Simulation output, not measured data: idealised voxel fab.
Name of the process module below: voxel ribs on slabs
185 nm wide, 5 nm square cells: that's cross-section cut.
Format of a cross-section: grid, square cells. Given as bands. Order: top down. Band: one or more rows of cells.
Look at the band entry: it leads with the top's height and the bottom's height in nm. Then it lists the materials left to right, with a width in nm for each. The word "edge to edge" on a single material says that material fills the band edge to edge. The word "air" is empty space.
A quick word on heights: they are counted from 0, and under that level the wafer as it came to us is one material throughout. The lowest band is different from the rest in having no bottom; it simply continues downward, written as in "0 down".
You'd read "30 to 40" like this: the band's top row of cells is as wide as the first number, its bottom row is as wide as the second, and going down, every row changes width by the same amount as the row before did.
What does "no change occurred" mean for a step? It means no cell of the cross-section changed in that step.
For the entry "Voids, enclosed", the listed items are empty spaces with no open way to the top whose size is 8 cells or more; each item follows the pattern width x height at distance, where distance is from the left edge and all three are in nm.
It should be noted that, on the line of a given step, the content following the step's settings is a remark produced by the simulator itself with respect to that step.
overlay nm: for a step with a mask, the amount by which the mask lay right of where it was planned; a negative amount means left of it.

THIS SECTION LISTS THE PROCESS STEPS THAT WERE PLANNED
1: RECEIVE | material Si
2: DIRECTIONAL_DEP | material SiO2 | thk nm 30
3: DIRECTIONAL_DEP | material polySi | thk nm 20
4: PATTERN | tone cover | mask id RIB | material resist | width nm 25 | thk nm 20 | overlay nm 0
5: DIRECTIONAL_ETCH | etch materials polySi | depth nm 15
6: STRIP | etch materials resist
7: PATTERN | tone cover | mask id SLAB | material resist | width nm 75 | thk nm 20 | overlay nm 0
8: DIRECTIONAL_ETCH | etch materials polySi | depth nm 5
9: STRIP | etch materials resist
10: FILL_DEP | material SiO2 | thk nm 30
11: CMP | height nm 70
12: DIRECTIONAL_DEP | material W | thk nm 10
13: DIRECTIONAL_DEP | material aC | thk nm 10
14: PATTERN | tone cover | mask id HEATER | material resist | width nm 35 | thk nm 30 | overlay nm 0
15: DIRECTIONAL_ETCH | etch materials aC | depth nm 10
16: STRIP | etch materials resist
17: DIRECTIONAL_ETCH | etch materials W | depth nm 10
18: STRIP | etch materials aC
19: CONFORMAL_DEP | material SiN | thk nm 5

FIRST OF TWO WAFERS: RUN AS PLANNED

CROSS-SECTION OF THE WAFER UPON ARRIVAL, REPRESENTING THE STATE REACHED AFTER STEP 1
> 0 down | Si edge to edge
> Voids, enclosed: none

STEP 2 DONE - WAFER CROSS-SECTION
> 30 to 0 | SiO2 edge to edge
> Below a height of 0, the structure has not been altered.

STEP 3 DONE - WAFER CROSS-SECTION
> 50 to 30 | polySi edge to edge
> Below a height of 30, the structure has not been altered.

STEP 4 DONE - WAFER CROSS-SECTION
> 70 to 50 | 80 of air  25 of resist  80 of air
> Below a height of 50, the structure has not been altered.

STEP 5 DONE - WAFER CROSS-SECTION
> 70 to 50 | 80 of air  25 of resist  80 of air
> 50 to 35 | 80 of air  25 of polySi  80 of air
> Below a height of 35, the structure has not been altered.

STEP 6 DONE - WAFER CROSS-SECTION
> 50 to 35 | 80 of air  25 of polySi  80 of air
> Below a height of 35, the structure has not been altered.

STEP 7 DONE - WAFER CROSS-SECTION
> 70 to 50 | 55 of air  75 of resist  55 of air
> 50 to 35 | 55 of air  25 of resist  25 of polySi  25 of resist  55 of air
> Below a height of 35, the structure has not been altered.

STEP 8 DONE - WAFER CROSS-SECTION
> 70 to 50 | 55 of air  75 of resist  55 of air
> 50 to 35 | 55 of air  25 of resist  25 of polySi  25 of resist  55 of air
> 35 to 30 | 55 of air  75 of polySi  55 of air
> Below a height of 30, the structure has not been altered.

STEP 9 DONE - WAFER CROSS-SECTION
> 50 to 35 | 80 of air  25 of polySi  80 of air
> Below a height of 35, the structure has not been altered.

STEP 10 DONE - WAFER CROSS-SECTION
> 80 to 50 | SiO2 edge to edge
> 50 to 35 | 80 of SiO2  25 of polySi  80 of SiO2
> 35 to 30 | 55 of SiO2  75 of polySi  55 of SiO2
> Below a height of 30, the structure has not been altered.

STEP 11 DONE - WAFER CROSS-SECTION
> 70 to 50 | SiO2 edge to edge
> Below a height of 50, the structure has not been altered.

STEP 12 DONE - WAFER CROSS-SECTION
> 80 to 70 | W edge to edge
> Below a height of 70, the structure has not been altered.

STEP 13 DONE - WAFER CROSS-SECTION
> 90 to 80 | aC edge to edge
> Below a height of 80, the structure has not been altered.

STEP 14 DONE - WAFER CROSS-SECTION
> 120 to 90 | 75 of air  35 of resist  75 of air
> Below a height of 90, the structure has not been altered.

STEP 15 DONE - WAFER CROSS-SECTION
> 110 to 90 | 75 of air  35 of resist  75 of air
> 90 to 80 | 75 of air  35 of aC  75 of air
> Below a height of 80, the structure has not been altered.

STEP 16 DONE - WAFER CROSS-SECTION
> 90 to 80 | 75 of air  35 of aC  75 of air
> Below a height of 80, the structure has not been altered.

STEP 17 DONE - WAFER CROSS-SECTION
> 90 to 80 | 75 of air  35 of aC  75 of air
> 80 to 70 | 75 of air  35 of W  75 of air
> Below a height of 70, the structure has not been altered.

STEP 18 DONE - WAFER CROSS-SECTION
> 80 to 70 | 75 of air  35 of W  75 of air
> Below a height of 70, the structure has not been altered.

STEP 19 DONE - WAFER CROSS-SECTION
> 85 to 80 | 70 of air  45 of SiN  70 of air
> 80 to 75 | 70 of air  5 of SiN  35 of W  5 of SiN  70 of air
> 75 to 70 | 75 of SiN  35 of W  75 of SiN
> Below a height of 70, the structure has not been altered.

WHAT FOLLOWS CONCERNS THE SECOND WAFER, WHICH STARTED OUT LIKE THE FIRST AND WAS MEANT TO FOLLOW THE VERY SAME PLAN; ONE MISTAKE CREPT IN WHEN IT WAS RUN, BUT EVERYTHING UP TO AND INCLUDING STEP 1 IS THE SAME AS FOR THE FIRST WAFER

SECOND WAFER, SECTIONED VIEW, AT STEP 2'S PLANNED END TIME
> 60 to 0 | SiO2 edge to edge
> Below a height of 0, the structure has not been altered.

SECOND WAFER, SECTIONED VIEW, AT STEP 3'S PLANNED END TIME
> 80 to 60 | polySi edge to edge
> Below a height of 60, the structure has not been altered.

SECOND WAFER, SECTIONED VIEW, AT STEP 4'S PLANNED END TIME
> 100 to 80 | 80 of air  25 of resist  80 of air
> Below a height of 80, the structure has not been altered.

SECOND WAFER, SECTIONED VIEW, AT STEP 5'S PLANNED END TIME
> 100 to 80 | 80 of air  25 of resist  80 of air
> 80 to 65 | 80 of air  25 of polySi  80 of air
> Below a height of 65, the structure has not been altered.

SECOND WAFER, SECTIONED VIEW, AT STEP 6'S PLANNED END TIME
> 80 to 65 | 80 of air  25 of polySi  80 of air
> Below a height of 65, the structure has not been altered.

SECOND WAFER, SECTIONED VIEW, AT STEP 7'S PLANNED END TIME
> 100 to 80 | 55 of air  75 of resist  55 of air
> 80 to 65 | 55 of air  25 of resist  25 of polySi  25 of resist  55 of air
> Below a height of 65, the structure has not been altered.

SECOND WAFER, SECTIONED VIEW, AT STEP 8'S PLANNED END TIME
> 100 to 80 | 55 of air  75 of resist  55 of air
> 80 to 65 | 55 of air  25 of resist  25 of polySi  25 of resist  55 of air
> 65 to 60 | 55 of air  75 of polySi  55 of air
> Below a height of 60, the structure has not been altered.

SECOND WAFER, SECTIONED VIEW, AT STEP 9'S PLANNED END TIME
> 80 to 65 | 80 of air  25 of polySi  80 of air
> Below a height of 65, the structure has not been altered.

SECOND WAFER, SECTIONED VIEW, AT STEP 10'S PLANNED END TIME
> 110 to 80 | SiO2 edge to edge
> 80 to 65 | 80 of SiO2  25 of polySi  80 of SiO2
> 65 to 60 | 55 of SiO2  75 of polySi  55 of SiO2
> Below a height of 60, the structure has not been altered.

SECOND WAFER, SECTIONED VIEW, AT STEP 11'S PLANNED END TIME
> 70 to 60 | 80 to 55 of SiO2  25 to 75 of polySi  80 to 55 of SiO2
> Below a height of 60, the structure has not been altered.

SECOND WAFER, SECTIONED VIEW, AT STEP 12'S PLANNED END TIME
> 80 to 70 | W edge to edge
> Below a height of 70, the structure has not been altered.

SECOND WAFER, SECTIONED VIEW, AT STEP 13'S PLANNED END TIME
> 90 to 80 | aC edge to edge
> Below a height of 80, the structure has not been altered.

SECOND WAFER, SECTIONED VIEW, AT STEP 14'S PLANNED END TIME
> 120 to 90 | 75 of air  35 of resist  75 of air
> Below a height of 90, the structure has not been altered.

SECOND WAFER, SECTIONED VIEW, AT STEP 15'S PLANNED END TIME
> 110 to 90 | 75 of air  35 of resist  75 of air
> 90 to 80 | 75 of air  35 of aC  75 of air
> Below a height of 80, the structure has not been altered.

SECOND WAFER, SECTIONED VIEW, AT STEP 16'S PLANNED END TIME
> 90 to 80 | 75 of air  35 of aC  75 of air
> Below a height of 80, the structure has not been altered.

SECOND WAFER, SECTIONED VIEW, AT STEP 17'S PLANNED END TIME
> 90 to 80 | 75 of air  35 of aC  75 of air
> 80 to 70 | 75 of air  35 of W  75 of air
> Below a height of 70, the structure has not been altered.

SECOND WAFER, SECTIONED VIEW, AT STEP 18'S PLANNED END TIME
> 80 to 70 | 75 of air  35 of W  75 of air
> Below a height of 70, the structure has not been altered.

SECOND WAFER, SECTIONED VIEW, AT STEP 19'S PLANNED END TIME
> 85 to 80 | 70 of air  45 of SiN  70 of air
> 80 to 75 | 70 of air  5 of SiN  35 of W  5 of SiN  70 of air
> 75 to 70 | 75 of SiN  35 of W  75 of SiN
> Below a height of 70, the structure has not been altered.
Deviation noted in wafer processing: step 2 of the plan was performed twice
Final cells, second wafer relative to first, materials higher or lower: SiO2: 10 more; polySi: 10 fewer
